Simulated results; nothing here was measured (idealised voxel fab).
The process module that follows is named voxel spacer lines.
Pictured: cross-section cut, 240 nm wide, on a grid of 5 nm square cells.
A cross-section in this document is a grid of square cells, and it is written down as bands, the top band listed before the ones below it; a band is made up of one or more rows of cells. Per band: top height and bottom height in nm, followed by the left-to-right materials and their widths in nm; "edge to edge" marks a single material spanning edge to edge, "blank" marks empty space. We count height from 0. Below that, the starting wafer is all one material. The lowest band never ends at the bottom but goes on down; see "from 0 down" for how that is written. Think of "30 to 40" as a width that walks from the first number to the second as you go down the band, top row to bottom row, taking equal-sized steps from row to row. Any step labelled "no change" changed none of the cells in the cross-section. Under "Voids lacking openings" you'll find the enclosed gaps, the ones with no way out to the top, that are 8 cells or bigger; each reads width x height at distance, with distance counted from the left edge, everything in nm. If you see something after the settings on a step's line, that's the simulator's own remark about that step. overlay nm: for a step with a mask, the amount by which the mask lay right of where it was planned; a negative amount means left of it.

PLAN
1: RECEIVE,material Si
2: CONFORMAL_DEP,material Al2O3,thk nm 5
3: DIRECTIONAL_DEP,material SiN,thk nm 15
4: DIRECTIONAL_DEP,material aC,thk nm 30
5: PATTERN,tone cover,mask id MANDREL,material resist,width nm 15,pitch nm 60,thk nm 40,overlay nm 0
6: DIRECTIONAL_ETCH,etch materials aC,depth nm 30
7: STRIP,etch materials resist
8: CONFORMAL_DEP,material SiO2,thk nm 15
9: DIRECTIONAL_ETCH,etch materials SiO2,depth nm 15
10: STRIP,etch materials aC
11: DIRECTIONAL_ETCH,etch materials SiN,depth nm 15
12: STRIP,etch materials SiO2

AS RECEIVED, AFTER STEP 1
* from 0 down: Si edge to edge
* Voids lacking openings: none

CROSS-SECTION: FIRST OF TWO WAFERS, MODULE FINISHED, RUN ACCORDING TO PLAN
* from 20 to 5: blank=35 / SiN=15 / blank=15 / SiN=15 / blank=15 / SiN=15 / blank=15 / SiN=15 / blank=15 / SiN=15 / blank=15 / SiN=15 / blank=40
* from 5 to 0: Al2O3 edge to edge
* from 0 down: Si edge to edge
* Voids lacking openings: none

CROSS-SECTION OF THE LATTER OF THE TWO WAFERS AT MODULE COMPLETION. IT HAD AN IDENTICAL START AND AN IDENTICAL PLAN TO THE FORMER; IN RUNNING IT, ONE MISTAKE WAS MADE
* from 35 to 20: blank=35 / SiN=15 / blank=15 / SiN=15 / blank=15 / SiN=15 / blank=15 / SiN=15 / blank=15 / SiN=15 / blank=15 / SiN=15 / blank=40
* from 20 to 5: SiN edge to edge
* from 5 to 0: Al2O3 edge to edge
* from 0 down: Si edge to edge
* Voids lacking openings: none
So what did we get wrong on this run? the plan's step 3 ran twice
Materials where the second wafer ends with more or fewer cells than the first: 144 more of SiN
